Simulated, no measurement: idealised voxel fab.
Process module in this document: voxel transistor to metal
The cross-section shown here is cut; it is 250 nm wide and divided into square cells measuring 5 nm on a side.
For the purposes of this document, a cross-section shall be understood as a grid of square cells, specified as bands listed in top-to-bottom order, each band consisting of one or more rows of cells.
Per band: top height and bottom height in nm, followed by the left-to-right materials and their widths in nm; "everywhere" marks a single material spanning edge to edge, "air" marks empty space.
A quick word on heights: they are counted from 0, and under that level the wafer as it came to us is one material throughout. The lowest band is different from the rest in having no bottom; it simply continues downward, written as in "0 -> down".
A two-number width, for instance "30 to 40", indicates that the width is equal to the first number in the top row of the band and to the second number in the bottom row, and that it changes by a constant amount per row of cells.
"all unchanged" (step): cross-section cells unchanged, all of them.
In "Closed void table" the enclosed voids are listed, meaning empty spaces of 8 cells or larger without any opening to the top. The form is width x height at distance, distance from the left edge, units nm.
Text after the settings on a step's line: the simulator's own remark on that step.
The "overlay nm" setting may appear on a step's line; for a step that uses a mask, it gives how far to the right of its planned position the mask lay, and a negative value indicates the left.
Process steps - plan
- 1: op RECEIVE | material Si
- 2: op CONFORMAL_DEP | material SiO2 | thk nm 5
- 3: op CONFORMAL_DEP | material SiN | thk nm 15
- 4: op MASKED_ETCH | tone cover | mask id ACTIVE | width nm 85 | pitch nm 115 | etch materials SiN | depth nm 15 | overlay nm 0
- 5: op MASKED_ETCH | tone cover | mask id ACTIVE | width nm 85 | pitch nm 115 | etch materials SiO2 | depth nm 5 | overlay nm 0
- 6: op MASKED_ETCH | tone cover | mask id ACTIVE | width nm 85 | pitch nm 115 | etch materials Si | depth nm 20 | overlay nm 0
- 7: op OXIDIZE | depth nm 5
- 8: op FILL_DEP | material SiO2 | thk nm 5
- 9: op CMP | height nm 20
- 10: op SELECTIVE_ETCH | etch materials SiO2 | depth nm 15
- 11: op STRIP | etch materials SiN
- 12: op SELECTIVE_ETCH | etch materials SiO2 | depth nm 5
- 13: op OXIDIZE | depth nm 5
- 14: op DIRECTIONAL_DEP | material polySi | thk nm 30
- 15: op DIRECTIONAL_DEP | material SiCN | thk nm 15
- 16: op PATTERN | tone cover | mask id GATE | material resist | width nm 15 | pitch nm 115 | thk nm 20 | overlay nm 0
- 17: op DIRECTIONAL_ETCH | etch materials SiCN | depth nm 25
- 18: op DIRECTIONAL_ETCH | etch materials polySi | depth nm 40
- 19: op STRIP | etch materials resist
- 20: op CONFORMAL_DEP | material SiN | thk nm 5
- 21: op DIRECTIONAL_ETCH | etch materials SiN | depth nm 5
- 22: op DIRECTIONAL_ETCH | etch materials SiO2 | depth nm 5
- 23: op DIRECTIONAL_ETCH | etch materials Si | depth nm 10
- 24: op EPI | material nSi | thk nm 10
- 25: op FILL_DEP | material SiO2 | thk nm 10
- 26: op CMP | height nm 45
- 27: op DIRECTIONAL_DEP | material SiO2 | thk nm 15
- 28: op PATTERN | tone open | mask id CONTACT | material resist | width nm 15 | thk nm 15 | overlay nm 0
- 29: op DIRECTIONAL_ETCH | etch materials SiO2 | depth nm 65
- 30: op STRIP | etch materials resist
- 31: op CONFORMAL_DEP | material TiN | thk nm 5
- 32: op FILL_DEP | material W | thk nm 5
- 33: op CMP | height nm 60
- 34: op DIRECTIONAL_DEP | material TiN | thk nm 5
- 35: op DIRECTIONAL_DEP | material W | thk nm 15
- 36: op DIRECTIONAL_DEP | material aC | thk nm 10
- 37: op PATTERN | tone cover | mask id METAL_1 | material resist | width nm 15 | thk nm 25 | overlay nm 0
- 38: op DIRECTIONAL_ETCH | etch materials aC | depth nm 10
- 39: op STRIP | etch materials resist
- 40: op DIRECTIONAL_ETCH | etch materials W | depth nm 15
- 41: op DIRECTIONAL_ETCH | etch materials TiN | depth nm 5
- 42: op STRIP | etch materials aC
- 43: op CONFORMAL_DEP | material SiCN | thk nm 5
- 44: op FILL_DEP | material lowk | thk nm 10
- 45: op CMP | height nm 80
- 46: op CONFORMAL_DEP | material SiCN | thk nm 5
Cross-section of the wafer upon arrival, representing the state reached after step 1
- 0 -> down  Si everywhere
- Closed void table: none
Cross-section, first of two wafers, end of module, run as planned
- 85 -> 80  SiCN everywhere
- 80 -> 65  lowk: 25  SiCN: 5  W: 15  SiCN: 5  lowk: 35  SiCN: 5  W: 15  SiCN: 5  lowk: 30  SiCN: 5  W: 15  SiCN: 5  lowk: 35  SiCN: 5  W: 15  SiCN: 5  lowk: 25
- 65 -> 60  SiCN: 30  TiN: 15  SiCN: 45  TiN: 15  SiCN: 40  TiN: 15  SiCN: 45  TiN: 15  SiCN: 30
- 60 -> 45  SiO2: 30  TiN: 5  W: 5  TiN: 5  SiO2: 45  TiN: 5  W: 5  TiN: 5  SiO2: 40  TiN: 5  W: 5  TiN: 5  SiO2: 45  TiN: 5  W: 5  TiN: 5  SiO2: 30
- 45 -> 30  SiO2: 30  TiN: 5  W: 5  TiN: 5  SiO2: 10  SiN: 5  SiCN: 15  SiN: 5  SiO2: 10  TiN: 5  W: 5  TiN: 5  SiO2: 40  TiN: 5  W: 5  TiN: 5  SiO2: 10  SiN: 5  SiCN: 15  SiN: 5  SiO2: 10  TiN: 5  W: 5  TiN: 5  SiO2: 30
- 30 -> 5  SiO2: 30  TiN: 5  W: 5  TiN: 5  SiO2: 10  SiN: 5  polySi: 15  SiN: 5  SiO2: 10  TiN: 5  W: 5  TiN: 5  SiO2: 40  TiN: 5  W: 5  TiN: 5  SiO2: 10  SiN: 5  polySi: 15  SiN: 5  SiO2: 10  TiN: 5  W: 5  TiN: 5  SiO2: 30
- 5 -> 0  SiO2: 30  TiN: 5  W: 5  TiN: 5  nSi: 10  SiN: 5  polySi: 15  SiN: 5  nSi: 10  TiN: 5  W: 5  TiN: 5  SiO2: 40  TiN: 5  W: 5  TiN: 5  nSi: 10  SiN: 5  polySi: 15  SiN: 5  nSi: 10  TiN: 5  W: 5  TiN: 5  SiO2: 30
- 0 -> -5  SiO2: 30  TiN: 15  nSi: 10  SiO2: 25  nSi: 10  TiN: 15  SiO2: 40  TiN: 15  nSi: 10  SiO2: 25  nSi: 10  TiN: 15  SiO2: 30
- -5 -> -15  SiO2: 30  nSi: 25  Si: 25  nSi: 25  SiO2: 40  nSi: 25  Si: 25  nSi: 25  SiO2: 30
- -15 -> -25  SiO2: 30  Si: 75  SiO2: 40  Si: 75  SiO2: 30
- -25 -> down  Si everywhere
- Closed void table: none
Presented here is a cross-section of the second of the two wafers as it stood at the end of the module. It was started in the same manner and assigned the same plan as the first wafer; however, one mistake was made in its execution
- 85 -> 80  SiCN everywhere
- 80 -> 65  W: 30  SiCN: 5  lowk: 5  SiCN: 5  W: 45  SiCN: 5  lowk: 5  SiCN: 5  W: 40  SiCN: 5  lowk: 5  SiCN: 5  W: 45  SiCN: 5  lowk: 5  SiCN: 5  W: 30
- 65 -> 60  TiN: 30  SiCN: 15  TiN: 45  SiCN: 15  TiN: 40  SiCN: 15  TiN: 45  SiCN: 15  TiN: 30
- 60 -> 45  SiO2: 30  TiN: 5  W: 5  TiN: 5  SiO2: 45  TiN: 5  W: 5  TiN: 5  SiO2: 40  TiN: 5  W: 5  TiN: 5  SiO2: 45  TiN: 5  W: 5  TiN: 5  SiO2: 30
- 45 -> 30  SiO2: 30  TiN: 5  W: 5  TiN: 5  SiO2: 10  SiN: 5  SiCN: 15  SiN: 5  SiO2: 10  TiN: 5  W: 5  TiN: 5  SiO2: 40  TiN: 5  W: 5  TiN: 5  SiO2: 10  SiN: 5  SiCN: 15  SiN: 5  SiO2: 10  TiN: 5  W: 5  TiN: 5  SiO2: 30
- 30 -> 5  SiO2: 30  TiN: 5  W: 5  TiN: 5  SiO2: 10  SiN: 5  polySi: 15  SiN: 5  SiO2: 10  TiN: 5  W: 5  TiN: 5  SiO2: 40  TiN: 5  W: 5  TiN: 5  SiO2: 10  SiN: 5  polySi: 15  SiN: 5  SiO2: 10  TiN: 5  W: 5  TiN: 5  SiO2: 30
- 5 -> 0  SiO2: 30  TiN: 5  W: 5  TiN: 5  nSi: 10  SiN: 5  polySi: 15  SiN: 5  nSi: 10  TiN: 5  W: 5  TiN: 5  SiO2: 40  TiN: 5  W: 5  TiN: 5  nSi: 10  SiN: 5  polySi: 15  SiN: 5  nSi: 10  TiN: 5  W: 5  TiN: 5  SiO2: 30
- 0 -> -5  SiO2: 30  TiN: 15  nSi: 10  SiO2: 25  nSi: 10  TiN: 15  SiO2: 40  TiN: 15  nSi: 10  SiO2: 25  nSi: 10  TiN: 15  SiO2: 30
- -5 -> -15  SiO2: 30  nSi: 25  Si: 25  nSi: 25  SiO2: 40  nSi: 25  Si: 25  nSi: 25  SiO2: 30
- -15 -> -25  SiO2: 30  Si: 75  SiO2: 40  Si: 75  SiO2: 30
- -25 -> down  Si everywhere
- Closed void table: none
Short version of what went wrong: it should be noted that step 37 was executed with settings other than those planned, the operation and settings actually applied being op PATTERN | tone open | mask id METAL_1 | material resist | width nm 15 | thk nm 25 | overlay nm 0
Once processing is complete, comparing cell counts shows that the second wafer has more or fewer of certain materials than the first: SiCN -26; TiN +26; W +78; lowk -78
